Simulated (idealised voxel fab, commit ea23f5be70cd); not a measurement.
voxel released beams: a process module
For reference, the cross-section in this document is cut, with width 205 nm and square cells of 5 nm.
Cross-section format: a grid of square cells, given as bands from top to bottom; each band is one or more rows of cells.
What a band's entry tells you: where the top is and where the bottom is, as heights in nm, and after that what lies inside, material by material from left to right, each with its width in nm. Empty space is written as the word "blank", and a single material marked with the word "throughout" occupies the band from edge to edge.
It should be noted that heights are counted from 0, beneath which the wafer as supplied is of one material throughout, and that the lowest band possesses no lower boundary but continues downward, as written in "0 -> down".
Think of "30 to 40" as a width that walks from the first number to the second as you go down the band, top row to bottom row, taking equal-sized steps from row to row.
Any step labelled "no modification" changed none of the cells in the cross-section.
So "Fully enclosed voids" is basically the list of trapped voids: any empty space of 8 cells or more that can't reach the top through an opening. They're written width x height at distance, the distance being from the left edge, and it's all nm.
That trailing text on a step's line, after the settings, is the simulator's own remark on the step.
When a step includes a mask, the "overlay nm" setting on its line states how far to the right of its planned place that mask lay, and negative values state how far to the left.
Process steps - plan:
1 RECEIVE [material Si]
2 CONFORMAL_DEP [material SiN] [thk nm 5]
3 DIRECTIONAL_DEP [material SiO2] [thk nm 15]
4 PATTERN [tone open] [mask id ANCHOR] [material resist] [width nm 35] [thk nm 20] [overlay nm -15]
5 DIRECTIONAL_ETCH [etch materials SiO2] [depth nm 15]
6 STRIP [etch materials resist]
7 CONFORMAL_DEP [material TiN] [thk nm 15]
8 PATTERN [tone cover] [mask id BEAM] [material resist] [width nm 105] [thk nm 15] [overlay nm 0]
9 DIRECTIONAL_ETCH [etch materials TiN] [depth nm 15]
10 STRIP [etch materials resist]
11 STRIP [etch materials SiO2]
Where the wafers of this document differ is in the overlay nm of step 4; they start out the same, and the plan states the value that applied to the first wafer.
First of several wafers (as received, post step 1), cross-sectional view:
    0 -> down  Si throughout
    Fully enclosed voids: none
End of module: cross-section of the first of several wafers after step 11, the last step:
    35 -> 20  blank 45  TiN 5  blank 5  TiN 95  blank 55
    20 -> 5  blank 35  TiN 35  blank 135
    5 -> 0  SiN throughout
    0 -> down  Si throughout
    Fully enclosed voids: none
Cross-sectional depiction of the last of several wafers upon completion of the module:
    35 -> 20  blank 45  TiN 35  blank 5  TiN 65  blank 55
    20 -> 5  blank 65  TiN 35  blank 105
    5 -> 0  SiN throughout
    0 -> down  Si throughout
    Fully enclosed voids: none
each wafer at the end: cells of each material gained (+) or lost (-) since it was received, then its closed voids:
overlay nm -15; +41 SiN; +81 TiN; Fully enclosed voids: none
overlay nm -10; +41 SiN; +81 TiN; Fully enclosed voids: none
overlay nm -5; +41 SiN; +81 TiN; Fully enclosed voids: none
overlay nm 0; +41 SiN; +81 TiN; Fully enclosed voids: none
overlay nm 5; +41 SiN; +81 TiN; Fully enclosed voids: none
overlay nm 10; +41 SiN; +81 TiN; Fully enclosed voids: none
overlay nm 15; +41 SiN; +81 TiN; Fully enclosed voids: none
